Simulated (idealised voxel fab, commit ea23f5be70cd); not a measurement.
process module | voxel wiring stack
Cross-sectional view cut (width: 205 nm; square cell size: 5 nm).
Each cross-section below is a grid of square cells, stated as bands in top-down order, with one or more rows of cells making up each band. In this notation a band is specified by the heights of its top and bottom, in that order and in nm, after which its materials appear from left to right, each paired with its width in nm. The word "throughout" attached to a single material means that material fills the band from edge to edge; the word "air" stands for empty space. Heights are reckoned from 0. Under this level, the received wafer is all of one material. The bottommost band is open-ended downward, for example "0 down". A width such as "30->40" changes by the same amount from each row of cells to the next, from the band's top row to its bottom row. "nothing altered" means the step left every cell of the cross-section as it was. Voids not open to the top, 8 cells minimum: see "Closed voids list". Written width x height at distance; distance is from the left edge; nm. On a step's line, text after the settings is the simulator commenting on that step. What "overlay nm" on a step's line means: if the step has a mask, that mask lay this far to the right of its planned place, or, when the value is negative, to the left. Guide to the pairs. Each holds a before and an after cross-section around one process step; the after cross-section is cut off at the lowest band that changed. Look under the pair for the step between them and its settings. Pairs can come from different runs of this module on the same starting wafer, so a pair follows on from the one above it only where its entry headed "Prior state" says it does.
# Prior state
0 down | Si throughout
Closed voids list: none
# Cut View, Post-Step
15 to 0 | SiO2 throughout
For the remainder of the cross-section, below 0, there is no change.
Closed voids list: none
It is this step that lies between the two cross-sections above: CONFORMAL_DEP with material SiO2, thk nm 15
Prior state: see preceding pair, after cross-section.
# Cut View, Post-Step
20 to 15 | SiCN throughout
For the remainder of the cross-section, below 15, there is no change.
Closed voids list: none
It is this step that lies between the two cross-sections above: CONFORMAL_DEP with material SiCN, thk nm 5
Prior state: see preceding pair, after cross-section.
# Cut View, Post-Step
45 to 20 | lowk throughout
For the remainder of the cross-section, below 20, there is no change.
Closed voids list: none
It is this step that lies between the two cross-sections above: DIRECTIONAL_DEP with material lowk, thk nm 25
Prior state: see preceding pair, after cross-section.
# Cut View, Post-Step
55 to 45 | aC throughout
For the remainder of the cross-section, below 45, there is no change.
Closed voids list: none
It is this step that lies between the two cross-sections above: DIRECTIONAL_DEP with material aC, thk nm 10
Prior state: see preceding pair, after cross-section.
# Cut View, Post-Step
85 to 55 | resist: 40 / air: 25 / resist: 25 / air: 25 / resist: 25 / air: 25 / resist: 40
For the remainder of the cross-section, below 55, there is no change.
Closed voids list: none
It is this step that lies between the two cross-sections above: PATTERN with tone open, mask id METAL_1, material resist, width nm 25, pitch nm 50, thk nm 30, overlay nm 0
Prior state: see preceding pair, after cross-section.
# Cut View, Post-Step
75 to 55 | resist: 40 / air: 25 / resist: 25 / air: 25 / resist: 25 / air: 25 / resist: 40
55 to 45 | aC: 40 / air: 25 / aC: 25 / air: 25 / aC: 25 / air: 25 / aC: 40
For the remainder of the cross-section, below 45, there is no change.
Closed voids list: none
It is this step that lies between the two cross-sections above: DIRECTIONAL_ETCH with etch materials aC, depth nm 10
Prior state: see preceding pair, after cross-section.
# Cut View, Post-Step
55 to 45 | aC: 40 / air: 25 / aC: 25 / air: 25 / aC: 25 / air: 25 / aC: 40
For the remainder of the cross-section, below 45, there is no change.
Closed voids list: none
It is this step that lies between the two cross-sections above: STRIP with etch materials resist
Prior state: see preceding pair, after cross-section.
# Cut View, Post-Step
55 to 45 | aC: 40 / air: 25 / aC: 25 / air: 25 / aC: 25 / air: 25 / aC: 40
45 to 20 | lowk: 40 / air: 25 / lowk: 25 / air: 25 / lowk: 25 / air: 25 / lowk: 40
For the remainder of the cross-section, below 20, there is no change.
Closed voids list: none
It is this step that lies between the two cross-sections above: DIRECTIONAL_ETCH with etch materials lowk, depth nm 25
Prior state: see preceding pair, after cross-section.
# Cut View, Post-Step
55 to 45 | aC: 40 / air: 25 / aC: 25 / air: 25 / aC: 25 / air: 25 / aC: 40
45 to 20 | lowk: 40 / air: 25 / lowk: 25 / air: 25 / lowk: 25 / air: 25 / lowk: 40
20 to 15 | SiCN: 40 / air: 25 / SiCN: 25 / air: 25 / SiCN: 25 / air: 25 / SiCN: 40
For the remainder of the cross-section, below 15, there is no change.
Closed voids list: none
It is this step that lies between the two cross-sections above: DIRECTIONAL_ETCH with etch materials SiCN, depth nm 5
Prior state: see preceding pair, after cross-section.
# Cut View, Post-Step
45 to 20 | lowk: 40 / air: 25 / lowk: 25 / air: 25 / lowk: 25 / air: 25 / lowk: 40
For the remainder of the cross-section, below 20, there is no change.
Closed voids list: none
It is this step that lies between the two cross-sections above: STRIP with etch materials aC
Prior state: see preceding pair, after cross-section.
# Cut View, Post-Step
50 to 45 | TiN: 45 / air: 15 / TiN: 35 / air: 15 / TiN: 35 / air: 15 / TiN: 45
45 to 20 | lowk: 40 / TiN: 5 / air: 15 / TiN: 5 / lowk: 25 / TiN: 5 / air: 15 / TiN: 5 / lowk: 25 / TiN: 5 / air: 15 / TiN: 5 / lowk: 40
20 to 15 | SiCN: 40 / TiN: 25 / SiCN: 25 / TiN: 25 / SiCN: 25 / TiN: 25 / SiCN: 40
For the remainder of the cross-section, below 15, there is no change.
Closed voids list: none
It is this step that lies between the two cross-sections above: CONFORMAL_DEP with material TiN, thk nm 5
Prior state: see preceding pair, after cross-section.
# Cut View, Post-Step
60 to 50 | Cu throughout
50 to 45 | TiN: 45 / Cu: 15 / TiN: 35 / Cu: 15 / TiN: 35 / Cu: 15 / TiN: 45
45 to 20 | lowk: 40 / TiN: 5 / Cu: 15 / TiN: 5 / lowk: 25 / TiN: 5 / Cu: 15 / TiN: 5 / lowk: 25 / TiN: 5 / Cu: 15 / TiN: 5 / lowk: 40
For the remainder of the cross-section, below 20, there is no change.
Closed voids list: none
It is this step that lies between the two cross-sections above: FILL_DEP with material Cu, thk nm 10
Prior state: see preceding pair, after cross-section.
# Cut View, Post-Step
45 to 20 | lowk: 40 / TiN: 5 / Cu: 15 / TiN: 5 / lowk: 25 / TiN: 5 / Cu: 15 / TiN: 5 / lowk: 25 / TiN: 5 / Cu: 15 / TiN: 5 / lowk: 40
For the remainder of the cross-section, below 20, there is no change.
Closed voids list: none
It is this step that lies between the two cross-sections above: CMP with height nm 45
Prior state: see preceding pair, after cross-section.
# Cut View, Post-Step
50 to 45 | SiCN throughout
For the remainder of the cross-section, below 45, there is no change.
Closed voids list: none
It is this step that lies between the two cross-sections above: CONFORMAL_DEP with material SiCN, thk nm 5
Prior state: see preceding pair, after cross-section.
# Cut View, Post-Step
65 to 50 | lowk throughout
For the remainder of the cross-section, below 50, there is no change.
Closed voids list: none
It is this step that lies between the two cross-sections above: DIRECTIONAL_DEP with material lowk, thk nm 15
Prior state: see preceding pair, after cross-section.
# Cut View, Post-Step
80 to 65 | aC throughout
For the remainder of the cross-section, below 65, there is no change.
Closed voids list: none
It is this step that lies between the two cross-sections above: DIRECTIONAL_DEP with material aC, thk nm 15
Prior state: see preceding pair, after cross-section.
# Cut View, Post-Step
110 to 80 | resist: 40 / air: 15 / resist: 35 / air: 15 / resist: 35 / air: 15 / resist: 50
For the remainder of the cross-section, below 80, there is no change.
Closed voids list: none
It is this step that lies between the two cross-sections above: PATTERN with tone open, mask id PLUG_1, material resist, width nm 15, pitch nm 50, thk nm 30, overlay nm 0
Prior state: see preceding pair, after cross-section.
# Cut View, Post-Step
95 to 80 | resist: 40 / air: 15 / resist: 35 / air: 15 / resist: 35 / air: 15 / resist: 50
80 to 65 | aC: 40 / air: 15 / aC: 35 / air: 15 / aC: 35 / air: 15 / aC: 50
For the remainder of the cross-section, below 65, there is no change.
Closed voids list: none
It is this step that lies between the two cross-sections above: DIRECTIONAL_ETCH with etch materials aC, depth nm 15
Prior state: see preceding pair, after cross-section.
# Cut View, Post-Step
80 to 65 | aC: 40 / air: 15 / aC: 35 / air: 15 / aC: 35 / air: 15 / aC: 50
For the remainder of the cross-section, below 65, there is no change.
Closed voids list: none
It is this step that lies between the two cross-sections above: STRIP with etch materials resist
Prior state: see preceding pair, after cross-section.
# Cut View, Post-Step
80 to 65 | aC: 40 / air: 15 / aC: 35 / air: 15 / aC: 35 / air: 15 / aC: 50
65 to 50 | lowk: 40 / air: 15 / lowk: 35 / air: 15 / lowk: 35 / air: 15 / lowk: 50
For the remainder of the cross-section, below 50, there is no change.
Closed voids list: none
It is this step that lies between the two cross-sections above: DIRECTIONAL_ETCH with etch materials lowk, depth nm 15
Prior state: see preceding pair, after cross-section.
# Cut View, Post-Step
80 to 65 | aC: 40 / air: 15 / aC: 35 / air: 15 / aC: 35 / air: 15 / aC: 50
65 to 50 | lowk: 40 / air: 15 / lowk: 35 / air: 15 / lowk: 35 / air: 15 / lowk: 50
50 to 45 | SiCN: 40 / air: 15 / SiCN: 35 / air: 15 / SiCN: 35 / air: 15 / SiCN: 50
For the remainder of the cross-section, below 45, there is no change.
Closed voids list: none
It is this step that lies between the two cross-sections above: DIRECTIONAL_ETCH with etch materials SiCN, depth nm 5
Prior state: see preceding pair, after cross-section.
# Cut View, Post-Step
65 to 50 | lowk: 40 / air: 15 / lowk: 35 / air: 15 / lowk: 35 / air: 15 / lowk: 50
For the remainder of the cross-section, below 50, there is no change.
Closed voids list: none
It is this step that lies between the two cross-sections above: STRIP with etch materials aC
Prior state: see preceding pair, after cross-section.
# Cut View, Post-Step
70 to 65 | TiN: 45 / air: 5 / TiN: 45 / air: 5 / TiN: 45 / air: 5 / TiN: 55
65 to 50 | lowk: 40 / TiN: 5 / air: 5 / TiN: 5 / lowk: 35 / TiN: 5 / air: 5 / TiN: 5 / lowk: 35 / TiN: 5 / air: 5 / TiN: 5 / lowk: 50
50 to 45 | SiCN: 40 / TiN: 15 / SiCN: 35 / TiN: 15 / SiCN: 35 / TiN: 15 / SiCN: 50
For the remainder of the cross-section, below 45, there is no change.
Closed voids list: none
It is this step that lies between the two cross-sections above: CONFORMAL_DEP with material TiN, thk nm 5
Prior state: see preceding pair, after cross-section.
# Cut View, Post-Step
75 to 70 | Ru throughout
70 to 65 | TiN: 45 / Ru: 5 / TiN: 45 / Ru: 5 / TiN: 45 / Ru: 5 / TiN: 55
65 to 50 | lowk: 40 / TiN: 5 / Ru: 5 / TiN: 5 / lowk: 35 / TiN: 5 / Ru: 5 / TiN: 5 / lowk: 35 / TiN: 5 / Ru: 5 / TiN: 5 / lowk: 50
For the remainder of the cross-section, below 50, there is no change.
Closed voids list: none
It is this step that lies between the two cross-sections above: FILL_DEP with material Ru, thk nm 5
Prior state: see preceding pair, after cross-section.
# Cut View, Post-Step
65 to 50 | lowk: 40 / TiN: 5 / Ru: 5 / TiN: 5 / lowk: 35 / TiN: 5 / Ru: 5 / TiN: 5 / lowk: 35 / TiN: 5 / Ru: 5 / TiN: 5 / lowk: 50
For the remainder of the cross-section, below 50, there is no change.
Closed voids list: none
It is this step that lies between the two cross-sections above: CMP with height nm 65
Prior state: see preceding pair, after cross-section.
# Cut View, Post-Step
70 to 65 | TiN throughout
For the remainder of the cross-section, below 65, there is no change.
Closed voids list: none
It is this step that lies between the two cross-sections above: DIRECTIONAL_DEP with material TiN, thk nm 5
Prior state: see preceding pair, after cross-section.
# Cut View, Post-Step
90 to 70 | W throughout
For the remainder of the cross-section, below 70, there is no change.
Closed voids list: none
It is this step that lies between the two cross-sections above: DIRECTIONAL_DEP with material W, thk nm 20
Prior state: see preceding pair, after cross-section.
# Cut View, Post-Step
90 to 70 | air: 40 / W: 25 / air: 25 / W: 25 / air: 25 / W: 25 / air: 40
For the remainder of the cross-section, below 70, there is no change.
Closed voids list: none
It is this step that lies between the two cross-sections above: MASKED_ETCH with tone cover, mask id METAL_2, width nm 25, pitch nm 50, etch materials W, depth nm 20, overlay nm 0
Prior state: see preceding pair, after cross-section.
# Cut View, Post-Step
90 to 70 | air: 40 / W: 25 / air: 25 / W: 25 / air: 25 / W: 25 / air: 40
70 to 65 | air: 40 / TiN: 25 / air: 25 / TiN: 25 / air: 25 / TiN: 25 / air: 40
For the remainder of the cross-section, below 65, there is no change.
Closed voids list: none
It is this step that lies between the two cross-sections above: MASKED_ETCH with tone cover, mask id METAL_2, width nm 25, pitch nm 50, etch materials TiN, depth nm 5, overlay nm 0
Prior state: see preceding pair, after cross-section.
# Cut View, Post-Step
95 to 90 | SiO2 throughout
90 to 70 | SiO2: 40 / W: 25 / SiO2: 25 / W: 25 / SiO2: 25 / W: 25 / SiO2: 40
70 to 65 | SiO2: 40 / TiN: 25 / SiO2: 25 / TiN: 25 / SiO2: 25 / TiN: 25 / SiO2: 40
For the remainder of the cross-section, below 65, there is no change.
Closed voids list: none
It is this step that lies between the two cross-sections above: FILL_DEP with material SiO2, thk nm 5
Prior state: see preceding pair, after cross-section.
# Cut View, Post-Step
90 to 70 | SiO2: 40 / W: 25 / SiO2: 25 / W: 25 / SiO2: 25 / W: 25 / SiO2: 40
For the remainder of the cross-section, below 70, there is no change.
Closed voids list: none
It is this step that lies between the two cross-sections above: CMP with height nm 90
Prior state: see preceding pair, after cross-section.
# Cut View, Post-Step
95 to 90 | SiN throughout
For the remainder of the cross-section, below 90, there is no change.
Closed voids list: none
It is this step that lies between the two cross-sections above: CONFORMAL_DEP with material SiN, thk nm 5
# Prior state
15 to 0 | SiO2 throughout
0 down | Si throughout
Closed voids list: none
# Cut View, Post-Step
40 to 15 | lowk throughout
For the remainder of the cross-section, below 15, there is no change.
Closed voids list: none
It is this step that lies between the two cross-sections above: DIRECTIONAL_DEP with material lowk, thk nm 25
Prior state: see preceding pair, after cross-section.
# Cut View, Post-Step
50 to 40 | aC throughout
For the remainder of the cross-section, below 40, there is no change.
Closed voids list: none
It is this step that lies between the two cross-sections above: DIRECTIONAL_DEP with material aC, thk nm 10
Prior state: see preceding pair, after cross-section.
# Cut View, Post-Step
80 to 50 | resist: 40 / air: 25 / resist: 25 / air: 25 / resist: 25 / air: 25 / resist: 40
For the remainder of the cross-section, below 50, there is no change.
Closed voids list: none
It is this step that lies between the two cross-sections above: PATTERN with tone open, mask id METAL_1, material resist, width nm 25, pitch nm 50, thk nm 30, overlay nm 0
Prior state: see preceding pair, after cross-section.
# Cut View, Post-Step
70 to 50 | resist: 40 / air: 25 / resist: 25 / air: 25 / resist: 25 / air: 25 / resist: 40
50 to 40 | aC: 40 / air: 25 / aC: 25 / air: 25 / aC: 25 / air: 25 / aC: 40
For the remainder of the cross-section, below 40, there is no change.
Closed voids list: none
It is this step that lies between the two cross-sections above: DIRECTIONAL_ETCH with etch materials aC, depth nm 10
Prior state: see preceding pair, after cross-section.
# Cut View, Post-Step
50 to 40 | aC: 40 / air: 25 / aC: 25 / air: 25 / aC: 25 / air: 25 / aC: 40
For the remainder of the cross-section, below 40, there is no change.
Closed voids list: none
It is this step that lies between the two cross-sections above: STRIP with etch materials resist
Prior state: see preceding pair, after cross-section.
# Cut View, Post-Step
50 to 40 | aC: 40 / air: 25 / aC: 25 / air: 25 / aC: 25 / air: 25 / aC: 40
40 to 15 | lowk: 40 / air: 25 / lowk: 25 / air: 25 / lowk: 25 / air: 25 / lowk: 40
For the remainder of the cross-section, below 15, there is no change.
Closed voids list: none
It is this step that lies between the two cross-sections above: DIRECTIONAL_ETCH with etch materials lowk, depth nm 25
Prior state: see preceding pair, after cross-section.
# Cut View, Post-Step
40 to 15 | lowk: 40 / air: 25 / lowk: 25 / air: 25 / lowk: 25 / air: 25 / lowk: 40
For the remainder of the cross-section, below 15, there is no change.
Closed voids list: none
It is this step that lies between the two cross-sections above: STRIP with etch materials aC
Prior state: see preceding pair, after cross-section.
# Cut View, Post-Step
45 to 40 | TiN: 45 / air: 15 / TiN: 35 / air: 15 / TiN: 35 / air: 15 / TiN: 45
40 to 20 | lowk: 40 / TiN: 5 / air: 15 / TiN: 5 / lowk: 25 / TiN: 5 / air: 15 / TiN: 5 / lowk: 25 / TiN: 5 / air: 15 / TiN: 5 / lowk: 40
20 to 15 | lowk: 40 / TiN: 25 / lowk: 25 / TiN: 25 / lowk: 25 / TiN: 25 / lowk: 40
For the remainder of the cross-section, below 15, there is no change.
Closed voids list: none
It is this step that lies between the two cross-sections above: CONFORMAL_DEP with material TiN, thk nm 5
Prior state: see preceding pair, after cross-section.
# Cut View, Post-Step
55 to 45 | Cu throughout
45 to 40 | TiN: 45 / Cu: 15 / TiN: 35 / Cu: 15 / TiN: 35 / Cu: 15 / TiN: 45
40 to 20 | lowk: 40 / TiN: 5 / Cu: 15 / TiN: 5 / lowk: 25 / TiN: 5 / Cu: 15 / TiN: 5 / lowk: 25 / TiN: 5 / Cu: 15 / TiN: 5 / lowk: 40
For the remainder of the cross-section, below 20, there is no change.
Closed voids list: none
It is this step that lies between the two cross-sections above: FILL_DEP with material Cu, thk nm 10
Prior state: see preceding pair, after cross-section.
# Cut View, Post-Step
45 to 40 | TiN: 45 / Cu: 15 / TiN: 35 / Cu: 15 / TiN: 35 / Cu: 15 / TiN: 45
For the remainder of the cross-section, below 40, there is no change.
Closed voids list: none
It is this step that lies between the two cross-sections above: CMP with height nm 45
Prior state: see preceding pair, after cross-section.
# Cut View, Post-Step
50 to 45 | SiCN throughout
For the remainder of the cross-section, below 45, there is no change.
Closed voids list: none
It is this step that lies between the two cross-sections above: CONFORMAL_DEP with material SiCN, thk nm 5
Prior state: see preceding pair, after cross-section.
# Cut View, Post-Step
65 to 50 | lowk throughout
For the remainder of the cross-section, below 50, there is no change.
Closed voids list: none
It is this step that lies between the two cross-sections above: DIRECTIONAL_DEP with material lowk, thk nm 15
Prior state: see preceding pair, after cross-section.
# Cut View, Post-Step
80 to 65 | aC throughout
For the remainder of the cross-section, below 65, there is no change.
Closed voids list: none
It is this step that lies between the two cross-sections above: DIRECTIONAL_DEP with material aC, thk nm 15
Prior state: see preceding pair, after cross-section.
# Cut View, Post-Step
110 to 80 | resist: 40 / air: 15 / resist: 35 / air: 15 / resist: 35 / air: 15 / resist: 50
For the remainder of the cross-section, below 80, there is no change.
Closed voids list: none
It is this step that lies between the two cross-sections above: PATTERN with tone open, mask id PLUG_1, material resist, width nm 15, pitch nm 50, thk nm 30, overlay nm 0
Prior state: see preceding pair, after cross-section.
# Cut View, Post-Step
95 to 80 | resist: 40 / air: 15 / resist: 35 / air: 15 / resist: 35 / air: 15 / resist: 50
80 to 65 | aC: 40 / air: 15 / aC: 35 / air: 15 / aC: 35 / air: 15 / aC: 50
For the remainder of the cross-section, below 65, there is no change.
Closed voids list: none
It is this step that lies between the two cross-sections above: DIRECTIONAL_ETCH with etch materials aC, depth nm 15
Prior state: see preceding pair, after cross-section.
# Cut View, Post-Step
80 to 65 | aC: 40 / air: 15 / aC: 35 / air: 15 / aC: 35 / air: 15 / aC: 50
For the remainder of the cross-section, below 65, there is no change.
Closed voids list: none
It is this step that lies between the two cross-sections above: STRIP with etch materials resist
Prior state: see preceding pair, after cross-section.
# Cut View, Post-Step
80 to 65 | aC: 40 / air: 15 / aC: 35 / air: 15 / aC: 35 / air: 15 / aC: 50
65 to 50 | lowk: 40 / air: 15 / lowk: 35 / air: 15 / lowk: 35 / air: 15 / lowk: 50
For the remainder of the cross-section, below 50, there is no change.
Closed voids list: none
It is this step that lies between the two cross-sections above: DIRECTIONAL_ETCH with etch materials lowk, depth nm 15
Prior state: see preceding pair, after cross-section.
# Cut View, Post-Step
80 to 65 | aC: 40 / air: 15 / aC: 35 / air: 15 / aC: 35 / air: 15 / aC: 50
65 to 50 | lowk: 40 / air: 15 / lowk: 35 / air: 15 / lowk: 35 / air: 15 / lowk: 50
50 to 45 | SiCN: 40 / air: 15 / SiCN: 35 / air: 15 / SiCN: 35 / air: 15 / SiCN: 50
For the remainder of the cross-section, below 45, there is no change.
Closed voids list: none
It is this step that lies between the two cross-sections above: DIRECTIONAL_ETCH with etch materials SiCN, depth nm 5
Prior state: see preceding pair, after cross-section.
# Cut View, Post-Step
65 to 50 | lowk: 40 / air: 15 / lowk: 35 / air: 15 / lowk: 35 / air: 15 / lowk: 50
For the remainder of the cross-section, below 50, there is no change.
Closed voids list: none
It is this step that lies between the two cross-sections above: STRIP with etch materials aC
Prior state: see preceding pair, after cross-section.
# Cut View, Post-Step
70 to 65 | TiN: 45 / air: 5 / TiN: 45 / air: 5 / TiN: 45 / air: 5 / TiN: 55
65 to 50 | lowk: 40 / TiN: 5 / air: 5 / TiN: 5 / lowk: 35 / TiN: 5 / air: 5 / TiN: 5 / lowk: 35 / TiN: 5 / air: 5 / TiN: 5 / lowk: 50
50 to 45 | SiCN: 40 / TiN: 15 / SiCN: 35 / TiN: 15 / SiCN: 35 / TiN: 15 / SiCN: 50
For the remainder of the cross-section, below 45, there is no change.
Closed voids list: none
It is this step that lies between the two cross-sections above: CONFORMAL_DEP with material TiN, thk nm 5
Prior state: see preceding pair, after cross-section.
# Cut View, Post-Step
75 to 70 | Ru throughout
70 to 65 | TiN: 45 / Ru: 5 / TiN: 45 / Ru: 5 / TiN: 45 / Ru: 5 / TiN: 55
65 to 50 | lowk: 40 / TiN: 5 / Ru: 5 / TiN: 5 / lowk: 35 / TiN: 5 / Ru: 5 / TiN: 5 / lowk: 35 / TiN: 5 / Ru: 5 / TiN: 5 / lowk: 50
For the remainder of the cross-section, below 50, there is no change.
Closed voids list: none
It is this step that lies between the two cross-sections above: FILL_DEP with material Ru, thk nm 5
Prior state: see preceding pair, after cross-section.
# Cut View, Post-Step
65 to 50 | lowk: 40 / TiN: 5 / Ru: 5 / TiN: 5 / lowk: 35 / TiN: 5 / Ru: 5 / TiN: 5 / lowk: 35 / TiN: 5 / Ru: 5 / TiN: 5 / lowk: 50
For the remainder of the cross-section, below 50, there is no change.
Closed voids list: none
It is this step that lies between the two cross-sections above: CMP with height nm 65
Prior state: see preceding pair, after cross-section.
# Cut View, Post-Step
70 to 65 | TiN throughout
For the remainder of the cross-section, below 65, there is no change.
Closed voids list: none
It is this step that lies between the two cross-sections above: DIRECTIONAL_DEP with material TiN, thk nm 5
Prior state: see preceding pair, after cross-section.
# Cut View, Post-Step
90 to 70 | W throughout
For the remainder of the cross-section, below 70, there is no change.
Closed voids list: none
It is this step that lies between the two cross-sections above: DIRECTIONAL_DEP with material W, thk nm 20
Prior state: see preceding pair, after cross-section.
# Cut View, Post-Step
90 to 70 | air: 40 / W: 25 / air: 25 / W: 25 / air: 25 / W: 25 / air: 40
For the remainder of the cross-section, below 70, there is no change.
Closed voids list: none
It is this step that lies between the two cross-sections above: MASKED_ETCH with tone cover, mask id METAL_2, width nm 25, pitch nm 50, etch materials W, depth nm 20, overlay nm 0
Prior state: see preceding pair, after cross-section.
# Cut View, Post-Step
90 to 70 | air: 40 / W: 25 / air: 25 / W: 25 / air: 25 / W: 25 / air: 40
70 to 65 | air: 40 / TiN: 25 / air: 25 / TiN: 25 / air: 25 / TiN: 25 / air: 40
For the remainder of the cross-section, below 65, there is no change.
Closed voids list: none
It is this step that lies between the two cross-sections above: MASKED_ETCH with tone cover, mask id METAL_2, width nm 25, pitch nm 50, etch materials TiN, depth nm 5, overlay nm 0
Prior state: see preceding pair, after cross-section.
# Cut View, Post-Step
95 to 90 | SiO2 throughout
90 to 70 | SiO2: 40 / W: 25 / SiO2: 25 / W: 25 / SiO2: 25 / W: 25 / SiO2: 40
70 to 65 | SiO2: 40 / TiN: 25 / SiO2: 25 / TiN: 25 / SiO2: 25 / TiN: 25 / SiO2: 40
For the remainder of the cross-section, below 65, there is no change.
Closed voids list: none
It is this step that lies between the two cross-sections above: FILL_DEP with material SiO2, thk nm 5
Prior state: see preceding pair, after cross-section.
# Cut View, Post-Step
90 to 70 | SiO2: 40 / W: 25 / SiO2: 25 / W: 25 / SiO2: 25 / W: 25 / SiO2: 40
For the remainder of the cross-section, below 70, there is no change.
Closed voids list: none
It is this step that lies between the two cross-sections above: CMP with height nm 90
Prior state: see preceding pair, after cross-section.
# Cut View, Post-Step
95 to 90 | SiN throughout
For the remainder of the cross-section, below 90, there is no change.
Closed voids list: none
It is this step that lies between the two cross-sections above: CONFORMAL_DEP with material SiN, thk nm 5
# Prior state
15 to 0 | SiO2 throughout
0 down | Si throughout
Closed voids list: none
# Cut View, Post-Step
30 to 0 | SiO2 throughout
For the remainder of the cross-section, below 0, there is no change.
Closed voids list: none
It is this step that lies between the two cross-sections above: CONFORMAL_DEP with material SiO2, thk nm 15
Prior state: see preceding pair, after cross-section.
# Cut View, Post-Step
35 to 30 | SiCN throughout
For the remainder of the cross-section, below 30, there is no change.
Closed voids list: none
It is this step that lies between the two cross-sections above: CONFORMAL_DEP with material SiCN, thk nm 5
Prior state: see preceding pair, after cross-section.
# Cut View, Post-Step
60 to 35 | lowk throughout
For the remainder of the cross-section, below 35, there is no change.
Closed voids list: none
It is this step that lies between the two cross-sections above: DIRECTIONAL_DEP with material lowk, thk nm 25
Prior state: see preceding pair, after cross-section.
# Cut View, Post-Step
70 to 60 | aC throughout
For the remainder of the cross-section, below 60, there is no change.
Closed voids list: none
It is this step that lies between the two cross-sections above: DIRECTIONAL_DEP with material aC, thk nm 10
Prior state: see preceding pair, after cross-section.
# Cut View, Post-Step
100 to 70 | resist: 40 / air: 25 / resist: 25 / air: 25 / resist: 25 / air: 25 / resist: 40
For the remainder of the cross-section, below 70, there is no change.
Closed voids list: none
It is this step that lies between the two cross-sections above: PATTERN with tone open, mask id METAL_1, material resist, width nm 25, pitch nm 50, thk nm 30, overlay nm 0
Prior state: see preceding pair, after cross-section.
# Cut View, Post-Step
90 to 70 | resist: 40 / air: 25 / resist: 25 / air: 25 / resist: 25 / air: 25 / resist: 40
70 to 60 | aC: 40 / air: 25 / aC: 25 / air: 25 / aC: 25 / air: 25 / aC: 40
For the remainder of the cross-section, below 60, there is no change.
Closed voids list: none
It is this step that lies between the two cross-sections above: DIRECTIONAL_ETCH with etch materials aC, depth nm 10
Prior state: see preceding pair, after cross-section.
# Cut View, Post-Step
70 to 60 | aC: 40 / air: 25 / aC: 25 / air: 25 / aC: 25 / air: 25 / aC: 40
For the remainder of the cross-section, below 60, there is no change.
Closed voids list: none
It is this step that lies between the two cross-sections above: STRIP with etch materials resist
Prior state: see preceding pair, after cross-section.
# Cut View, Post-Step
70 to 60 | aC: 40 / air: 25 / aC: 25 / air: 25 / aC: 25 / air: 25 / aC: 40
60 to 35 | lowk: 40 / air: 25 / lowk: 25 / air: 25 / lowk: 25 / air: 25 / lowk: 40
For the remainder of the cross-section, below 35, there is no change.
Closed voids list: none
It is this step that lies between the two cross-sections above: DIRECTIONAL_ETCH with etch materials lowk, depth nm 25
Prior state: see preceding pair, after cross-section.
# Cut View, Post-Step
70 to 60 | aC: 40 / air: 25 / aC: 25 / air: 25 / aC: 25 / air: 25 / aC: 40
60 to 35 | lowk: 40 / air: 25 / lowk: 25 / air: 25 / lowk: 25 / air: 25 / lowk: 40
35 to 30 | SiCN: 40 / air: 25 / SiCN: 25 / air: 25 / SiCN: 25 / air: 25 / SiCN: 40
For the remainder of the cross-section, below 30, there is no change.
Closed voids list: none
It is this step that lies between the two cross-sections above: DIRECTIONAL_ETCH with etch materials SiCN, depth nm 5
Prior state: see preceding pair, after cross-section.
# Cut View, Post-Step
60 to 35 | lowk: 40 / air: 25 / lowk: 25 / air: 25 / lowk: 25 / air: 25 / lowk: 40
For the remainder of the cross-section, below 35, there is no change.
Closed voids list: none
It is this step that lies between the two cross-sections above: STRIP with etch materials aC
Prior state: see preceding pair, after cross-section.
# Cut View, Post-Step
65 to 60 | TiN: 45 / air: 15 / TiN: 35 / air: 15 / TiN: 35 / air: 15 / TiN: 45
60 to 35 | lowk: 40 / TiN: 5 / air: 15 / TiN: 5 / lowk: 25 / TiN: 5 / air: 15 / TiN: 5 / lowk: 25 / TiN: 5 / air: 15 / TiN: 5 / lowk: 40
35 to 30 | SiCN: 40 / TiN: 25 / SiCN: 25 / TiN: 25 / SiCN: 25 / TiN: 25 / SiCN: 40
For the remainder of the cross-section, below 30, there is no change.
Closed voids list: none
It is this step that lies between the two cross-sections above: CONFORMAL_DEP with material TiN, thk nm 5
Prior state: see preceding pair, after cross-section.
# Cut View, Post-Step
75 to 65 | Cu throughout
65 to 60 | TiN: 45 / Cu: 15 / TiN: 35 / Cu: 15 / TiN: 35 / Cu: 15 / TiN: 45
60 to 35 | lowk: 40 / TiN: 5 / Cu: 15 / TiN: 5 / lowk: 25 / TiN: 5 / Cu: 15 / TiN: 5 / lowk: 25 / TiN: 5 / Cu: 15 / TiN: 5 / lowk: 40
For the remainder of the cross-section, below 35, there is no change.
Closed voids list: none
It is this step that lies between the two cross-sections above: FILL_DEP with material Cu, thk nm 10
Prior state: see preceding pair, after cross-section.
# Cut View, Post-Step
45 to 35 | lowk: 40 / TiN: 5 / Cu: 15 / TiN: 5 / lowk: 25 / TiN: 5 / Cu: 15 / TiN: 5 / lowk: 25 / TiN: 5 / Cu: 15 / TiN: 5 / lowk: 40
For the remainder of the cross-section, below 35, there is no change.
Closed voids list: none
It is this step that lies between the two cross-sections above: CMP with height nm 45
Prior state: see preceding pair, after cross-section.
# Cut View, Post-Step
50 to 45 | SiCN throughout
For the remainder of the cross-section, below 45, there is no change.
Closed voids list: none
It is this step that lies between the two cross-sections above: CONFORMAL_DEP with material SiCN, thk nm 5
Prior state: see preceding pair, after cross-section.
# Cut View, Post-Step
65 to 50 | lowk throughout
For the remainder of the cross-section, below 50, there is no change.
Closed voids list: none
It is this step that lies between the two cross-sections above: DIRECTIONAL_DEP with material lowk, thk nm 15
Prior state: see preceding pair, after cross-section.
# Cut View, Post-Step
80 to 65 | aC throughout
For the remainder of the cross-section, below 65, there is no change.
Closed voids list: none
It is this step that lies between the two cross-sections above: DIRECTIONAL_DEP with material aC, thk nm 15
Prior state: see preceding pair, after cross-section.
# Cut View, Post-Step
110 to 80 | resist: 40 / air: 15 / resist: 35 / air: 15 / resist: 35 / air: 15 / resist: 50
For the remainder of the cross-section, below 80, there is no change.
Closed voids list: none
It is this step that lies between the two cross-sections above: PATTERN with tone open, mask id PLUG_1, material resist, width nm 15, pitch nm 50, thk nm 30, overlay nm 0
Prior state: see preceding pair, after cross-section.
# Cut View, Post-Step
95 to 80 | resist: 40 / air: 15 / resist: 35 / air: 15 / resist: 35 / air: 15 / resist: 50
80 to 65 | aC: 40 / air: 15 / aC: 35 / air: 15 / aC: 35 / air: 15 / aC: 50
For the remainder of the cross-section, below 65, there is no change.
Closed voids list: none
It is this step that lies between the two cross-sections above: DIRECTIONAL_ETCH with etch materials aC, depth nm 15
